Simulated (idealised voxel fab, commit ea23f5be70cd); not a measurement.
process module | voxel ribs on slabs
cross-section cut | 150 nm wide | cells 5 nm
A cross-section is a grid of square cells, given in bands from the top down. A band is one or more rows of cells.
Each band's line starts with the height of the band's top and of its bottom, in nm. Then come its materials from left to right, each with its width in nm. One material with "throughout" fills the band from edge to edge. "air" is empty space.
Height 0 is the level under which the wafer as received is all one material. The lowest band goes on downwards, as in "0 down".
A width such as "30 to 40" changes by the same amount from each row of cells to the next, from the band's top row to its bottom row.
"no change" after a step means that no cell of the cross-section changed.
closed voids: empty space of 8 cells or more with no open way to the top, each as width x height at its distance from the left edge, in nm
after a step's settings: what the simulator itself notes on the step
overlay nm, on a step with a mask: how far to the right of its planned place the mask lay; to the left if negative
plan
1 op RECEIVE | material Si
2 op DIRECTIONAL_DEP | material SiO2 | thk nm 20
3 op DIRECTIONAL_DEP | material SiN | thk nm 25
4 op MASKED_ETCH | tone cover | mask id RIB | width nm 25 | etch materials SiN | depth nm 15 | overlay nm 0
5 op MASKED_ETCH | tone cover | mask id SLAB | width nm 75 | etch materials SiN | depth nm 10 | overlay nm 0
6 op FILL_DEP | material SiO2 | thk nm 15
7 op CMP | height nm 55
8 op DIRECTIONAL_DEP | material W | thk nm 10
9 op DIRECTIONAL_DEP | material aC | thk nm 15
10 op PATTERN | tone cover | mask id HEATER | material resist | width nm 35 | thk nm 30 | overlay nm 0
11 op DIRECTIONAL_ETCH | etch materials aC | depth nm 15
12 op STRIP | etch materials resist
13 op DIRECTIONAL_ETCH | etch materials W | depth nm 10
14 op STRIP | etch materials aC
15 op CONFORMAL_DEP | material SiO2 | thk nm 5
as received, after step 1
  0 down: Si throughout
  closed voids: none
first wafer at the end, as planned
  70 to 65: air 50 | SiO2 45 | air 55
  65 to 60: air 50 | SiO2 5 | W 35 | SiO2 5 | air 55
  60 to 55: SiO2 55 | W 35 | SiO2 60
  55 to 45: SiO2 throughout
  45 to 30: SiO2 60 | SiN 25 | SiO2 65
  30 to 20: SiO2 35 | SiN 75 | SiO2 40
  20 to 0: SiO2 throughout
  0 down: Si throughout
  closed voids: none
second wafer at the end: like start, like plan, one mistake
  70 to 65: air 50 | SiO2 45 | air 55
  65 to 60: air 50 | SiO2 5 | W 35 | SiO2 5 | air 55
  60 to 55: SiO2 55 | W 35 | SiO2 60
  55 to 45: SiO2 throughout
  45 to 35: SiO2 60 | SiN 25 | SiO2 65
  35 to 25: SiO2 35 | SiN 75 | SiO2 40
  25 to 20: SiN throughout
  20 to 0: SiO2 throughout
  0 down: Si throughout
  closed voids: none
what went wrong: step 4 ran as: op MASKED_ETCH | tone cover | mask id RIB | width nm 25 | etch materials SiN | depth nm 10 | overlay nm 0
at the end the second wafer has, in cells: 25 more of SiN | 25 fewer of SiO2
